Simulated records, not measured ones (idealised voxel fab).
The document below concerns the process module designated voxel capacitor over wiring.
Displayed cross-section: cut, width of 295 nm, square cells sized 5 nm.
Cross-section format: a grid of square cells, given as bands from top to bottom; each band is one or more rows of cells.
Band: top and bottom heights (nm) first, top before bottom; then materials from left to right, widths in nm. "everywhere" marks a sole material filling the band edge to edge. "air" denotes empty space.
Heights from 0 (as-received wafer is one material below). Bottom band endless downward, as "0 -> down".
Per-row width for "30->40": begins at first number (top row of band), ends at second number (bottom row), increment between rows held constant.
Any step labelled "remained the same" changed none of the cells in the cross-section.
The label "Trapped void list" introduces a list of the empty spaces, 8 cells or larger, that have no open way up to the top; each entry in it reads width x height at distance, where the distance is taken from the left edge and all three are stated in nm.
Post-settings text on a step line: simulator's own remark regarding the step.
"overlay nm", when on a step's line for a step with a mask, measures how far to the right of its planned place the mask lay; a negative measure means to the left.
Pairs, read this way: before one process step on the one hand, after it on the other, the after cross-section ending at the lowest band that changed; the step between, settings included, beneath. Same starting wafer throughout, but possibly different runs of this module, so no pair continues from the pair above unless its entry headed "Ahead of processing" says so.

## Ahead of processing
    0 -> down: Si everywhere
    Trapped void list: none

## Sectional View, Post-Process
    10 -> 0: SiO2 everywhere
    At heights below 0, the structure remains unaltered.
    Trapped void list: none
What sits between those two cross-sections? CONFORMAL_DEP (material SiO2; thk nm 10)

Ahead of processing: no separate figure, the pair right above already shows it after its step.

## Sectional View, Post-Process
    15 -> 10: SiN everywhere
    At heights below 10, the structure remains unaltered.
    Trapped void list: none
What sits between those two cross-sections? CONFORMAL_DEP (material SiN; thk nm 5)

Ahead of processing: no separate figure, the pair right above already shows it after its step.

## Sectional View, Post-Process
    40 -> 15: lowk everywhere
    At heights below 15, the structure remains unaltered.
    Trapped void list: none
What sits between those two cross-sections? DIRECTIONAL_DEP (material lowk; thk nm 25)

Ahead of processing: no separate figure, the pair right above already shows it after its step.

## Sectional View, Post-Process
    40 -> 15: lowk (95); air (20); lowk (65); air (20); lowk (95)
    At heights below 15, the structure remains unaltered.
    Trapped void list: none
What sits between those two cross-sections? MASKED_ETCH (tone open; mask id METAL_1; width nm 20; pitch nm 85; etch materials lowk; depth nm 25; overlay nm 0)

Ahead of processing: no separate figure, the pair right above already shows it after its step.

## Sectional View, Post-Process
    40 -> 15: lowk (95); air (20); lowk (65); air (20); lowk (95)
    15 -> 10: SiN (95); air (20); SiN (65); air (20); SiN (95)
    At heights below 10, the structure remains unaltered.
    Trapped void list: none
What sits between those two cross-sections? MASKED_ETCH (tone open; mask id METAL_1; width nm 20; pitch nm 85; etch materials SiN; depth nm 5; overlay nm 0)

Ahead of processing: no separate figure, the pair right above already shows it after its step.

## Sectional View, Post-Process
    45 -> 40: TiN (100); air (10); TiN (75); air (10); TiN (100)
    40 -> 15: lowk (95); TiN (5); air (10); TiN (5); lowk (65); TiN (5); air (10); TiN (5); lowk (95)
    15 -> 10: SiN (95); TiN (20); SiN (65); TiN (20); SiN (95)
    At heights below 10, the structure remains unaltered.
    Trapped void list: none
What sits between those two cross-sections? CONFORMAL_DEP (material TiN; thk nm 5)

Ahead of processing: no separate figure, the pair right above already shows it after its step.

## Sectional View, Post-Process
    50 -> 45: Cu everywhere
    45 -> 40: TiN (100); Cu (10); TiN (75); Cu (10); TiN (100)
    40 -> 15: lowk (95); TiN (5); Cu (10); TiN (5); lowk (65); TiN (5); Cu (10); TiN (5); lowk (95)
    At heights below 15, the structure remains unaltered.
    Trapped void list: none
What sits between those two cross-sections? FILL_DEP (material Cu; thk nm 5)

Ahead of processing: no separate figure, the pair right above already shows it after its step.

## Sectional View, Post-Process
    40 -> 15: lowk (95); TiN (5); Cu (10); TiN (5); lowk (65); TiN (5); Cu (10); TiN (5); lowk (95)
    At heights below 15, the structure remains unaltered.
    Trapped void list: none
What sits between those two cross-sections? CMP (height nm 40)

Ahead of processing: no separate figure, the pair right above already shows it after its step.

## Sectional View, Post-Process
    45 -> 40: SiCN everywhere
    At heights below 40, the structure remains unaltered.
    Trapped void list: none
What sits between those two cross-sections? CONFORMAL_DEP (material SiCN; thk nm 5)

Ahead of processing: no separate figure, the pair right above already shows it after its step.

## Sectional View, Post-Process
    55 -> 45: lowk everywhere
    At heights below 45, the structure remains unaltered.
    Trapped void list: none
What sits between those two cross-sections? DIRECTIONAL_DEP (material lowk; thk nm 10)

Ahead of processing: no separate figure, the pair right above already shows it after its step.

## Sectional View, Post-Process
    55 -> 45: lowk (100); air (15); lowk (180)
    At heights below 45, the structure remains unaltered.
    Trapped void list: none
What sits between those two cross-sections? MASKED_ETCH (tone open; mask id PLUG_1; width nm 15; etch materials lowk; depth nm 10; overlay nm 0)

Ahead of processing: no separate figure, the pair right above already shows it after its step.

## Sectional View, Post-Process
    55 -> 45: lowk (100); air (15); lowk (180)
    45 -> 40: SiCN (100); air (15); SiCN (180)
    At heights below 40, the structure remains unaltered.
    Trapped void list: none
What sits between those two cross-sections? MASKED_ETCH (tone open; mask id PLUG_1; width nm 15; etch materials SiCN; depth nm 5; overlay nm 0)

Ahead of processing: no separate figure, the pair right above already shows it after its step.

## Sectional View, Post-Process
    55 -> 50: lowk (100); air (15); lowk (180)
    50 -> 45: lowk (100); Ru (15); lowk (180)
    45 -> 40: SiCN (100); Ru (15); SiCN (180)
    At heights below 40, the structure remains unaltered.
    Trapped void list: none
What sits between those two cross-sections? EPI (material Ru; thk nm 10)

Ahead of processing: no separate figure, the pair right above already shows it after its step.

## Sectional View, Post-Process
    55 -> 45: lowk (100); Ru (15); lowk (180)
    At heights below 45, the structure remains unaltered.
    Trapped void list: none
What sits between those two cross-sections? EPI (material Ru; thk nm 5)

Ahead of processing: no separate figure, the pair right above already shows it after its step.

## Sectional View, Post-Process
    65 -> 55: TiN everywhere
    At heights below 55, the structure remains unaltered.
    Trapped void list: none
What sits between those two cross-sections? DIRECTIONAL_DEP (material TiN; thk nm 10)

Ahead of processing: no separate figure, the pair right above already shows it after its step.

## Sectional View, Post-Process
    70 -> 65: SiN everywhere
    At heights below 65, the structure remains unaltered.
    Trapped void list: none
What sits between those two cross-sections? DIRECTIONAL_DEP (material SiN; thk nm 5)

Ahead of processing: no separate figure, the pair right above already shows it after its step.

## Sectional View, Post-Process
    75 -> 70: TiN everywhere
    At heights below 70, the structure remains unaltered.
    Trapped void list: none
What sits between those two cross-sections? DIRECTIONAL_DEP (material TiN; thk nm 5)

Ahead of processing: no separate figure, the pair right above already shows it after its step.

## Sectional View, Post-Process
    90 -> 75: aC everywhere
    At heights below 75, the structure remains unaltered.
    Trapped void list: none
What sits between those two cross-sections? DIRECTIONAL_DEP (material aC; thk nm 15)

Ahead of processing: no separate figure, the pair right above already shows it after its step.

## Sectional View, Post-Process
    120 -> 90: air (100); resist (70); air (125)
    At heights below 90, the structure remains unaltered.
    Trapped void list: none
What sits between those two cross-sections? PATTERN (tone cover; mask id UPPER_PLATE; material resist; width nm 70; thk nm 30; overlay nm 0)

Ahead of processing: no separate figure, the pair right above already shows it after its step.

## Sectional View, Post-Process
    105 -> 90: air (100); resist (70); air (125)
    90 -> 75: air (100); aC (70); air (125)
    At heights below 75, the structure remains unaltered.
    Trapped void list: none
What sits between those two cross-sections? DIRECTIONAL_ETCH (etch materials aC; depth nm 15)

Ahead of processing: no separate figure, the pair right above already shows it after its step.

## Sectional View, Post-Process
    90 -> 75: air (100); aC (70); air (125)
    At heights below 75, the structure remains unaltered.
    Trapped void list: none
What sits between those two cross-sections? STRIP (etch materials resist)

Ahead of processing: no separate figure, the pair right above already shows it after its step.

## Sectional View, Post-Process
    90 -> 75: air (100); aC (70); air (125)
    75 -> 70: air (100); TiN (70); air (125)
    At heights below 70, the structure remains unaltered.
    Trapped void list: none
What sits between those two cross-sections? DIRECTIONAL_ETCH (etch materials TiN; depth nm 5)

Ahead of processing: no separate figure, the pair right above already shows it after its step.

## Sectional View, Post-Process
    90 -> 75: air (100); aC (70); air (125)
    75 -> 70: air (100); TiN (70); air (125)
    70 -> 65: air (100); SiN (70); air (125)
    At heights below 65, the structure remains unaltered.
    Trapped void list: none
What sits between those two cross-sections? DIRECTIONAL_ETCH (etch materials SiN; depth nm 5)

Ahead of processing: no separate figure, the pair right above already shows it after its step.

## Sectional View, Post-Process
    75 -> 70: air (100); TiN (70); air (125)
    At heights below 70, the structure remains unaltered.
    Trapped void list: none
What sits between those two cross-sections? STRIP (etch materials aC)

Ahead of processing: no separate figure, the pair right above already shows it after its step.

## Sectional View, Post-Process
    90 -> 80: air (100); aC (70); air (125)
    80 -> 75: aC everywhere
    75 -> 70: aC (100); TiN (70); aC (125)
    70 -> 65: aC (100); SiN (70); aC (125)
    At heights below 65, the structure remains unaltered.
    Trapped void list: none
What sits between those two cross-sections? DIRECTIONAL_DEP (material aC; thk nm 15)

Ahead of processing: no separate figure, the pair right above already shows it after its step.

## Sectional View, Post-Process
    120 -> 90: air (95); resist (80); air (120)
    90 -> 80: air (95); resist (5); aC (70); resist (5); air (120)
    At heights below 80, the structure remains unaltered.
    Trapped void list: none
What sits between those two cross-sections? PATTERN (tone cover; mask id LOWER_PLATE; material resist; width nm 80; thk nm 30; overlay nm 0)

Ahead of processing: no separate figure, the pair right above already shows it after its step.

## Sectional View, Post-Process
    105 -> 90: air (95); resist (80); air (120)
    90 -> 80: air (95); resist (5); aC (70); resist (5); air (120)
    80 -> 75: air (95); aC (80); air (120)
    75 -> 70: air (95); aC (5); TiN (70); aC (5); air (120)
    70 -> 65: air (95); aC (5); SiN (70); aC (5); air (120)
    At heights below 65, the structure remains unaltered.
    Trapped void list: none
What sits between those two cross-sections? DIRECTIONAL_ETCH (etch materials aC; depth nm 15)

Ahead of processing: no separate figure, the pair right above already shows it after its step.

## Sectional View, Post-Process
    90 -> 80: air (100); aC (70); air (125)
    At heights below 80, the structure remains unaltered.
    Trapped void list: none
What sits between those two cross-sections? STRIP (etch materials resist)

Ahead of processing: no separate figure, the pair right above already shows it after its step.

## Sectional View, Post-Process
    90 -> 80: air (100); aC (70); air (125)
    80 -> 75: air (95); aC (80); air (120)
    75 -> 70: air (95); aC (5); TiN (70); aC (5); air (120)
    70 -> 65: air (95); aC (5); SiN (70); aC (5); air (120)
    65 -> 55: air (95); TiN (80); air (120)
    At heights below 55, the structure remains unaltered.
    Trapped void list: none
What sits between those two cross-sections? DIRECTIONAL_ETCH (etch materials TiN; depth nm 10)

Ahead of processing: no separate figure, the pair right above already shows it after its step.

## Sectional View, Post-Process
    75 -> 70: air (100); TiN (70); air (125)
    70 -> 65: air (100); SiN (70); air (125)
    At heights below 65, the structure remains unaltered.
    Trapped void list: none
What sits between those two cross-sections? STRIP (etch materials aC)

Ahead of processing: no separate figure, the pair right above already shows it after its step.

## Sectional View, Post-Process
    90 -> 75: SiO2 everywhere
    75 -> 70: SiO2 (100); TiN (70); SiO2 (125)
    70 -> 65: SiO2 (100); SiN (70); SiO2 (125)
    65 -> 55: SiO2 (95); TiN (80); SiO2 (120)
    At heights below 55, the structure remains unaltered.
    Trapped void list: none
What sits between those two cross-sections? FILL_DEP (material SiO2; thk nm 15)

Ahead of processing: no separate figure, the pair right above already shows it after its step.

## Sectional View, Post-Process
    85 -> 75: SiO2 everywhere
    At heights below 75, the structure remains unaltered.
    Trapped void list: none
What sits between those two cross-sections? CMP (height nm 85)

Ahead of processing: no separate figure, the pair right above already shows it after its step.

## Sectional View, Post-Process
    100 -> 85: resist (110); air (15); resist (170)
    At heights below 85, the structure remains unaltered.
    Trapped void list: none
What sits between those two cross-sections? PATTERN (tone open; mask id PLUG_2; material resist; width nm 15; thk nm 15; overlay nm 0)

Ahead of processing: no separate figure, the pair right above already shows it after its step.

## Sectional View, Post-Process
    100 -> 85: resist (110); air (15); resist (170)
    85 -> 75: SiO2 (110); air (15); SiO2 (170)
    At heights below 75, the structure remains unaltered.
    Trapped void list: none
What sits between those two cross-sections? DIRECTIONAL_ETCH (etch materials SiO2; depth nm 10)

Ahead of processing: no separate figure, the pair right above already shows it after its step.

## Sectional View, Post-Process
    85 -> 75: SiO2 (110); air (15); SiO2 (170)
    At heights below 75, the structure remains unaltered.
    Trapped void list: none
What sits between those two cross-sections? STRIP (etch materials resist)

Ahead of processing: no separate figure, the pair right above already shows it after its step.

## Sectional View, Post-Process
    90 -> 85: TiN (115); air (5); TiN (175)
    85 -> 80: SiO2 (110); TiN (5); air (5); TiN (5); SiO2 (170)
    80 -> 70: SiO2 (110->100); TiN (15->70); SiO2 (170->125)
    At heights below 70, the structure remains unaltered.
    Trapped void list: none
What sits between those two cross-sections? CONFORMAL_DEP (material TiN; thk nm 5)

Ahead of processing: no separate figure, the pair right above already shows it after its step.

## Sectional View, Post-Process
    95 -> 90: W everywhere
    90 -> 85: TiN (115); W (5); TiN (175)
    85 -> 80: SiO2 (110); TiN (5); W (5); TiN (5); SiO2 (170)
    At heights below 80, the structure remains unaltered.
    Trapped void list: none
What sits between those two cross-sections? FILL_DEP (material W; thk nm 5)

Ahead of processing: no separate figure, the pair right above already shows it after its step.

## Sectional View, Post-Process
    85 -> 80: SiO2 (110); TiN (5); W (5); TiN (5); SiO2 (170)
    At heights below 80, the structure remains unaltered.
    Trapped void list: none
What sits between those two cross-sections? CMP (height nm 85)

Ahead of processing: no separate figure, the pair right above already shows it after its step.

## Sectional View, Post-Process
    90 -> 85: SiCN everywhere
    At heights below 85, the structure remains unaltered.
    Trapped void list: none
What sits between those two cross-sections? CONFORMAL_DEP (material SiCN; thk nm 5)

## Ahead of processing
    45 -> 40: SiCN everywhere
    40 -> 15: lowk (95); TiN (5); Cu (10); TiN (5); lowk (65); TiN (5); Cu (10); TiN (5); lowk (95)
    15 -> 10: SiN (95); TiN (20); SiN (65); TiN (20); SiN (95)
    10 -> 0: SiO2 everywhere
    0 -> down: Si everywhere
    Trapped void list: none

## Sectional View, Post-Process
    45 -> 40: SiCN (100); air (15); SiCN (180)
    At heights below 40, the structure remains unaltered.
    Trapped void list: none
What sits between those two cross-sections? MASKED_ETCH (tone open; mask id PLUG_1; width nm 15; etch materials SiCN; depth nm 5; overlay nm 0)

Ahead of processing: no separate figure, the pair right above already shows it after its step.

## Sectional View, Post-Process
    50 -> 45: air (95); Ru (25); air (175)
    45 -> 40: SiCN (100); Ru (15); SiCN (180)
    At heights below 40, the structure remains unaltered.
    Trapped void list: none
What sits between those two cross-sections? EPI (material Ru; thk nm 10)

Ahead of processing: no separate figure, the pair right above already shows it after its step.

## Sectional View, Post-Process
    55 -> 45: air (90); Ru (35); air (170)
    At heights below 45, the structure remains unaltered.
    Trapped void list: none
What sits between those two cross-sections? EPI (material Ru; thk nm 5)

Ahead of processing: no separate figure, the pair right above already shows it after its step.

## Sectional View, Post-Process
    65 -> 55: air (90); TiN (35); air (170)
    55 -> 45: TiN (90); Ru (35); TiN (170)
    At heights below 45, the structure remains unaltered.
    Trapped void list: none
What sits between those two cross-sections? DIRECTIONAL_DEP (material TiN; thk nm 10)

Ahead of processing: no separate figure, the pair right above already shows it after its step.

## Sectional View, Post-Process
    70 -> 65: air (90); SiN (35); air (170)
    65 -> 60: air (90); TiN (35); air (170)
    60 -> 55: SiN (90); TiN (35); SiN (170)
    At heights below 55, the structure remains unaltered.
    Trapped void list: none
What sits between those two cross-sections? DIRECTIONAL_DEP (material SiN; thk nm 5)

Ahead of processing: no separate figure, the pair right above already shows it after its step.

## Sectional View, Post-Process
    75 -> 70: air (90); TiN (35); air (170)
    70 -> 65: air (90); SiN (35); air (170)
    65 -> 60: TiN everywhere
    At heights below 60, the structure remains unaltered.
    Trapped void list: none
What sits between those two cross-sections? DIRECTIONAL_DEP (material TiN; thk nm 5)

Ahead of processing: no separate figure, the pair right above already shows it after its step.

## Sectional View, Post-Process
    90 -> 80: air (90); aC (35); air (170)
    80 -> 75: aC everywhere
    75 -> 70: aC (90); TiN (35); aC (170)
    70 -> 65: aC (90); SiN (35); aC (170)
    At heights below 65, the structure remains unaltered.
    Trapped void list: none
What sits between those two cross-sections? DIRECTIONAL_DEP (material aC; thk nm 15)

Ahead of processing: no separate figure, the pair right above already shows it after its step.

## Sectional View, Post-Process
    120 -> 90: air (100); resist (70); air (125)
    90 -> 80: air (90); aC (35); resist (45); air (125)
    At heights below 80, the structure remains unaltered.
    Trapped void list: none
What sits between those two cross-sections? PATTERN (tone cover; mask id UPPER_PLATE; material resist; width nm 70; thk nm 30; overlay nm 0)

Ahead of processing: no separate figure, the pair right above already shows it after its step.

## Sectional View, Post-Process
    105 -> 90: air (100); resist (70); air (125)
    90 -> 80: air (100); aC (25); resist (45); air (125)
    80 -> 75: air (100); aC (70); air (125)
    75 -> 70: air (90); TiN (35); aC (45); air (125)
    70 -> 65: air (90); SiN (35); aC (45); air (125)
    At heights below 65, the structure remains unaltered.
    Trapped void list: none
What sits between those two cross-sections? DIRECTIONAL_ETCH (etch materials aC; depth nm 15)

Ahead of processing: no separate figure, the pair right above already shows it after its step.

## Sectional View, Post-Process
    90 -> 80: air (100); aC (25); air (170)
    At heights below 80, the structure remains unaltered.
    Trapped void list: none
What sits between those two cross-sections? STRIP (etch materials resist)

Ahead of processing: no separate figure, the pair right above already shows it after its step.

## Sectional View, Post-Process
    90 -> 80: air (100); aC (25); air (170)
    80 -> 75: air (100); aC (70); air (125)
    75 -> 70: air (100); TiN (25); aC (45); air (125)
    70 -> 65: air (90); SiN (35); aC (45); air (125)
    65 -> 60: air (90); TiN (80); air (125)
    At heights below 60, the structure remains unaltered.
    Trapped void list: none
What sits between those two cross-sections? DIRECTIONAL_ETCH (etch materials TiN; depth nm 5)

Ahead of processing: no separate figure, the pair right above already shows it after its step.

## Sectional View, Post-Process
    90 -> 80: air (100); aC (25); air (170)
    80 -> 75: air (100); aC (70); air (125)
    75 -> 70: air (100); TiN (25); aC (45); air (125)
    70 -> 65: air (100); SiN (25); aC (45); air (125)
    65 -> 60: air (90); TiN (80); air (125)
    60 -> 55: air (90); TiN (35); SiN (45); air (125)
    At heights below 55, the structure remains unaltered.
    Trapped void list: none
What sits between those two cross-sections? DIRECTIONAL_ETCH (etch materials SiN; depth nm 5)

Ahead of processing: no separate figure, the pair right above already shows it after its step.

## Sectional View, Post-Process
    75 -> 70: air (100); TiN (25); air (170)
    70 -> 65: air (100); SiN (25); air (170)
    At heights below 65, the structure remains unaltered.
    Trapped void list: none
What sits between those two cross-sections? STRIP (etch materials aC)

Ahead of processing: no separate figure, the pair right above already shows it after its step.

## Sectional View, Post-Process
    90 -> 80: air (100); aC (25); air (170)
    80 -> 75: air (90); aC (80); air (125)
    75 -> 70: air (90); aC (10); TiN (25); aC (45); air (125)
    70 -> 65: aC (100); SiN (25); aC (170)
    65 -> 60: aC (90); TiN (80); aC (125)
    60 -> 55: aC (90); TiN (35); SiN (45); aC (125)
    At heights below 55, the structure remains unaltered.
    Trapped void list: none
What sits between those two cross-sections? DIRECTIONAL_DEP (material aC; thk nm 15)

Ahead of processing: no separate figure, the pair right above already shows it after its step.

## Sectional View, Post-Process
    120 -> 90: air (95); resist (80); air (120)
    90 -> 80: air (95); resist (5); aC (25); resist (50); air (120)
    80 -> 75: air (90); aC (80); resist (5); air (120)
    75 -> 70: air (90); aC (10); TiN (25); aC (45); resist (5); air (120)
    At heights below 70, the structure remains unaltered.
    Trapped void list: none
What sits between those two cross-sections? PATTERN (tone cover; mask id LOWER_PLATE; material resist; width nm 80; thk nm 30; overlay nm 0)

Ahead of processing: no separate figure, the pair right above already shows it after its step.

## Sectional View, Post-Process
    105 -> 90: air (95); resist (80); air (120)
    90 -> 80: air (95); resist (5); aC (25); resist (50); air (120)
    80 -> 75: air (95); aC (75); resist (5); air (120)
    75 -> 70: air (95); aC (5); TiN (25); aC (45); resist (5); air (120)
    70 -> 65: air (95); aC (5); SiN (25); aC (50); air (120)
    65 -> 60: air (90); TiN (80); aC (5); air (120)
    60 -> 55: air (90); TiN (35); SiN (45); aC (5); air (120)
    At heights below 55, the structure remains unaltered.
    Trapped void list: none
What sits between those two cross-sections? DIRECTIONAL_ETCH (etch materials aC; depth nm 15)

Ahead of processing: no separate figure, the pair right above already shows it after its step.

## Sectional View, Post-Process
    90 -> 80: air (100); aC (25); air (170)
    80 -> 75: air (95); aC (75); air (125)
    75 -> 70: air (95); aC (5); TiN (25); aC (45); air (125)
    At heights below 70, the structure remains unaltered.
    Trapped void list: none
What sits between those two cross-sections? STRIP (etch materials resist)

Ahead of processing: no separate figure, the pair right above already shows it after its step.

## Sectional View, Post-Process
    90 -> 80: air (100); aC (25); air (170)
    80 -> 75: air (95); aC (75); air (125)
    75 -> 70: air (95); aC (5); TiN (25); aC (45); air (125)
    70 -> 65: air (95); aC (5); SiN (25); aC (50); air (120)
    65 -> 60: air (95); TiN (75); aC (5); air (120)
    60 -> 55: air (95); TiN (30); SiN (45); aC (5); air (120)
    55 -> 45: air (90); Ru (35); TiN (50); air (120)
    At heights below 45, the structure remains unaltered.
    Trapped void list: none
What sits between those two cross-sections? DIRECTIONAL_ETCH (etch materials TiN; depth nm 10)

Ahead of processing: no separate figure, the pair right above already shows it after its step.

## Sectional View, Post-Process
    75 -> 70: air (100); TiN (25); air (170)
    70 -> 65: air (100); SiN (25); air (170)
    65 -> 60: air (95); TiN (75); air (125)
    60 -> 55: air (95); TiN (30); SiN (45); air (125)
    At heights below 55, the structure remains unaltered.
    Trapped void list: none
What sits between those two cross-sections? STRIP (etch materials aC)

Ahead of processing: no separate figure, the pair right above already shows it after its step.

## Sectional View, Post-Process
    90 -> 75: SiO2 everywhere
    75 -> 70: SiO2 (100); TiN (25); SiO2 (170)
    70 -> 65: SiO2 (100); SiN (25); SiO2 (170)
    65 -> 60: SiO2 (95); TiN (75); SiO2 (125)
    60 -> 55: SiO2 (95); TiN (30); SiN (45); SiO2 (125)
    55 -> 45: SiO2 (90); Ru (35); TiN (50); SiO2 (120)
    At heights below 45, the structure remains unaltered.
    Trapped void list: none
What sits between those two cross-sections? FILL_DEP (material SiO2; thk nm 15)

Ahead of processing: no separate figure, the pair right above already shows it after its step.

## Sectional View, Post-Process
    85 -> 75: SiO2 everywhere
    At heights below 75, the structure remains unaltered.
    Trapped void list: none
What sits between those two cross-sections? CMP (height nm 85)

Ahead of processing: no separate figure, the pair right above already shows it after its step.

## Sectional View, Post-Process
    100 -> 85: resist (110); air (15); resist (170)
    At heights below 85, the structure remains unaltered.
    Trapped void list: none
What sits between those two cross-sections? PATTERN (tone open; mask id PLUG_2; material resist; width nm 15; thk nm 15; overlay nm 0)

Ahead of processing: no separate figure, the pair right above already shows it after its step.

## Sectional View, Post-Process
    100 -> 85: resist (110); air (15); resist (170)
    85 -> 75: SiO2 (110); air (15); SiO2 (170)
    At heights below 75, the structure remains unaltered.
    Trapped void list: none
What sits between those two cross-sections? DIRECTIONAL_ETCH (etch materials SiO2; depth nm 10)

Ahead of processing: no separate figure, the pair right above already shows it after its step.

## Sectional View, Post-Process
    85 -> 75: SiO2 (110); air (15); SiO2 (170)
    At heights below 75, the structure remains unaltered.
    Trapped void list: none
What sits between those two cross-sections? STRIP (etch materials resist)

Ahead of processing: no separate figure, the pair right above already shows it after its step.

## Sectional View, Post-Process
    90 -> 85: TiN (115); air (5); TiN (175)
    85 -> 80: SiO2 (110); TiN (5); air (5); TiN (5); SiO2 (170)
    80 -> 70: SiO2 (110->100); TiN (15->25); SiO2 (170)
    At heights below 70, the structure remains unaltered.
    Trapped void list: none
What sits between those two cross-sections? CONFORMAL_DEP (material TiN; thk nm 5)

Ahead of processing: no separate figure, the pair right above already shows it after its step.

## Sectional View, Post-Process
    95 -> 90: W everywhere
    90 -> 85: TiN (115); W (5); TiN (175)
    85 -> 80: SiO2 (110); TiN (5); W (5); TiN (5); SiO2 (170)
    At heights below 80, the structure remains unaltered.
    Trapped void list: none
What sits between those two cross-sections? FILL_DEP (material W; thk nm 5)

Ahead of processing: no separate figure, the pair right above already shows it after its step.

## Sectional View, Post-Process
    85 -> 80: SiO2 (110); TiN (5); W (5); TiN (5); SiO2 (170)
    At heights below 80, the structure remains unaltered.
    Trapped void list: none
What sits between those two cross-sections? CMP (height nm 85)

Ahead of processing: no separate figure, the pair right above already shows it after its step.

## Sectional View, Post-Process
    90 -> 85: SiCN everywhere
    At heights below 85, the structure remains unaltered.
    Trapped void list: none
What sits between those two cross-sections? CONFORMAL_DEP (material SiCN; thk nm 5)

## Ahead of processing
    55 -> 50: lowk (100); air (15); lowk (180)
    50 -> 45: lowk (100); Ru (15); lowk (180)
    45 -> 40: SiCN (100); Ru (15); SiCN (180)
    40 -> 15: lowk (95); TiN (5); Cu (10); TiN (5); lowk (65); TiN (5); Cu (10); TiN (5); lowk (95)
    15 -> 10: SiN (95); TiN (20); SiN (65); TiN (20); SiN (95)
    10 -> 0: SiO2 everywhere
    0 -> down: Si everywhere
    Trapped void list: none

## Sectional View, Post-Process
    60 -> 55: air (95); Ru (25); air (175)
    55 -> 45: lowk (100); Ru (15); lowk (180)
    At heights below 45, the structure remains unaltered.
    Trapped void list: none
What sits between those two cross-sections? EPI (material Ru; thk nm 10)

Ahead of processing: no separate figure, the pair right above already shows it after its step.

## Sectional View, Post-Process
    65 -> 55: air (90); Ru (35); air (170)
    At heights below 55, the structure remains unaltered.
    Trapped void list: none
What sits between those two cross-sections? EPI (material Ru; thk nm 5)

Ahead of processing: no separate figure, the pair right above already shows it after its step.

## Sectional View, Post-Process
    75 -> 65: air (90); TiN (35); air (170)
    65 -> 55: TiN (90); Ru (35); TiN (170)
    At heights below 55, the structure remains unaltered.
    Trapped void list: none
What sits between those two cross-sections? DIRECTIONAL_DEP (material TiN; thk nm 10)

Ahead of processing: no separate figure, the pair right above already shows it after its step.

## Sectional View, Post-Process
    80 -> 75: air (90); SiN (35); air (170)
    75 -> 70: air (90); TiN (35); air (170)
    70 -> 65: SiN (90); TiN (35); SiN (170)
    At heights below 65, the structure remains unaltered.
    Trapped void list: none
What sits between those two cross-sections? DIRECTIONAL_DEP (material SiN; thk nm 5)

Ahead of processing: no separate figure, the pair right above already shows it after its step.

## Sectional View, Post-Process
    85 -> 80: air (90); TiN (35); air (170)
    80 -> 75: air (90); SiN (35); air (170)
    75 -> 70: TiN everywhere
    At heights below 70, the structure remains unaltered.
    Trapped void list: none
What sits between those two cross-sections? DIRECTIONAL_DEP (material TiN; thk nm 5)

Ahead of processing: no separate figure, the pair right above already shows it after its step.

## Sectional View, Post-Process
    100 -> 90: air (90); aC (35); air (170)
    90 -> 85: aC everywhere
    85 -> 80: aC (90); TiN (35); aC (170)
    80 -> 75: aC (90); SiN (35); aC (170)
    At heights below 75, the structure remains unaltered.
    Trapped void list: none
What sits between those two cross-sections? DIRECTIONAL_DEP (material aC; thk nm 15)

Ahead of processing: no separate figure, the pair right above already shows it after its step.

## Sectional View, Post-Process
    130 -> 100: air (100); resist (70); air (125)
    100 -> 90: air (90); aC (35); resist (45); air (125)
    At heights below 90, the structure remains unaltered.
    Trapped void list: none
What sits between those two cross-sections? PATTERN (tone cover; mask id UPPER_PLATE; material resist; width nm 70; thk nm 30; overlay nm 0)

Ahead of processing: no separate figure, the pair right above already shows it after its step.

## Sectional View, Post-Process
    115 -> 100: air (100); resist (70); air (125)
    100 -> 90: air (100); aC (25); resist (45); air (125)
    90 -> 85: air (100); aC (70); air (125)
    85 -> 80: air (90); TiN (35); aC (45); air (125)
    80 -> 75: air (90); SiN (35); aC (45); air (125)
    At heights below 75, the structure remains unaltered.
    Trapped void list: none
What sits between those two cross-sections? DIRECTIONAL_ETCH (etch materials aC; depth nm 15)

Ahead of processing: no separate figure, the pair right above already shows it after its step.

## Sectional View, Post-Process
    100 -> 90: air (100); aC (25); air (170)
    At heights below 90, the structure remains unaltered.
    Trapped void list: none
What sits between those two cross-sections? STRIP (etch materials resist)

Ahead of processing: no separate figure, the pair right above already shows it after its step.

## Sectional View, Post-Process
    100 -> 90: air (100); aC (25); air (170)
    90 -> 85: air (100); aC (70); air (125)
    85 -> 80: air (100); TiN (25); aC (45); air (125)
    80 -> 75: air (90); SiN (35); aC (45); air (125)
    75 -> 70: air (90); TiN (80); air (125)
    At heights below 70, the structure remains unaltered.
    Trapped void list: none
What sits between those two cross-sections? DIRECTIONAL_ETCH (etch materials TiN; depth nm 5)

Ahead of processing: no separate figure, the pair right above already shows it after its step.

## Sectional View, Post-Process
    100 -> 90: air (100); aC (25); air (170)
    90 -> 85: air (100); aC (70); air (125)
    85 -> 80: air (100); TiN (25); aC (45); air (125)
    80 -> 75: air (100); SiN (25); aC (45); air (125)
    75 -> 70: air (90); TiN (80); air (125)
    70 -> 65: air (90); TiN (35); SiN (45); air (125)
    At heights below 65, the structure remains unaltered.
    Trapped void list: none
What sits between those two cross-sections? DIRECTIONAL_ETCH (etch materials SiN; depth nm 5)

Ahead of processing: no separate figure, the pair right above already shows it after its step.

## Sectional View, Post-Process
    85 -> 80: air (100); TiN (25); air (170)
    80 -> 75: air (100); SiN (25); air (170)
    At heights below 75, the structure remains unaltered.
    Trapped void list: none
What sits between those two cross-sections? STRIP (etch materials aC)

Ahead of processing: no separate figure, the pair right above already shows it after its step.

## Sectional View, Post-Process
    100 -> 90: air (100); aC (25); air (170)
    90 -> 85: air (90); aC (80); air (125)
    85 -> 80: air (90); aC (10); TiN (25); aC (45); air (125)
    80 -> 75: aC (100); SiN (25); aC (170)
    75 -> 70: aC (90); TiN (80); aC (125)
    70 -> 65: aC (90); TiN (35); SiN (45); aC (125)
    At heights below 65, the structure remains unaltered.
    Trapped void list: none
What sits between those two cross-sections? DIRECTIONAL_DEP (material aC; thk nm 15)

Ahead of processing: no separate figure, the pair right above already shows it after its step.

## Sectional View, Post-Process
    130 -> 100: air (95); resist (80); air (120)
    100 -> 90: air (95); resist (5); aC (25); resist (50); air (120)
    90 -> 85: air (90); aC (80); resist (5); air (120)
    85 -> 80: air (90); aC (10); TiN (25); aC (45); resist (5); air (120)
    At heights below 80, the structure remains unaltered.
    Trapped void list: none
What sits between those two cross-sections? PATTERN (tone cover; mask id LOWER_PLATE; material resist; width nm 80; thk nm 30; overlay nm 0)
